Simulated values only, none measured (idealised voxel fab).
process module | voxel tone inversion
cross-section cut | 280 nm wide | cells 5 nm
A cross-section is a grid of square cells, given in bands from the top down. A band is one or more rows of cells.
Each band's line starts with the height of the band's top and of its bottom, in nm. Then come its materials from left to right, each with its width in nm. One material with "throughout" fills the band from edge to edge. "air" is empty space.
Height 0 is the level under which the wafer as received is all one material. The lowest band goes on downwards, as in "0 down".
A width such as "30 to 40" changes by the same amount from each row of cells to the next, from the band's top row to its bottom row.
"no change" after a step means that no cell of the cross-section changed.
closed voids: empty space of 8 cells or more with no open way to the top, each as width x height at its distance from the left edge, in nm
after a step's settings: what the simulator itself notes on the step
overlay nm, on a step with a mask: how far to the right of its planned place the mask lay; to the left if negative
plan
1 op RECEIVE | material Si
2 op CONFORMAL_DEP | material SiN | thk nm 10
3 op DIRECTIONAL_DEP | material aC | thk nm 20
4 op PATTERN | tone cover | mask id POSTS | material resist | width nm 25 | pitch nm 40 | thk nm 25 | overlay nm 0
5 op DIRECTIONAL_ETCH | etch materials aC | depth nm 20
6 op STRIP | etch materials resist
7 op FILL_DEP | material lowk | thk nm 5
8 op CMP | height nm 30
9 op STRIP | etch materials aC
10 op CONFORMAL_DEP | material TiN | thk nm 5
11 op FILL_DEP | material Ru | thk nm 5
12 op CMP | height nm 30
13 op CONFORMAL_DEP | material SiN | thk nm 5
as received, after step 1
  0 down: Si throughout
  closed voids: none
first wafer at the end, as planned
  35 to 30: SiN throughout
  30 to 15: lowk 85 | TiN 5 | Ru 15 | TiN 5 | lowk 15 | TiN 5 | Ru 15 | TiN 5 | lowk 15 | TiN 5 | Ru 15 | TiN 5 | lowk 90
  15 to 10: lowk 85 | TiN 25 | lowk 15 | TiN 25 | lowk 15 | TiN 25 | lowk 90
  10 to 0: SiN throughout
  0 down: Si throughout
  closed voids: none
second wafer at the end: like start, like plan, one mistake
  35 to 20: SiN throughout
  20 to 0: aC throughout
  0 down: Si throughout
  closed voids: none
what went wrong: steps 2 and 3 were swapped
at the end the second wafer has, in cells: 27 fewer of Ru | 33 fewer of TiN | 224 more of aC | 164 fewer of lowk
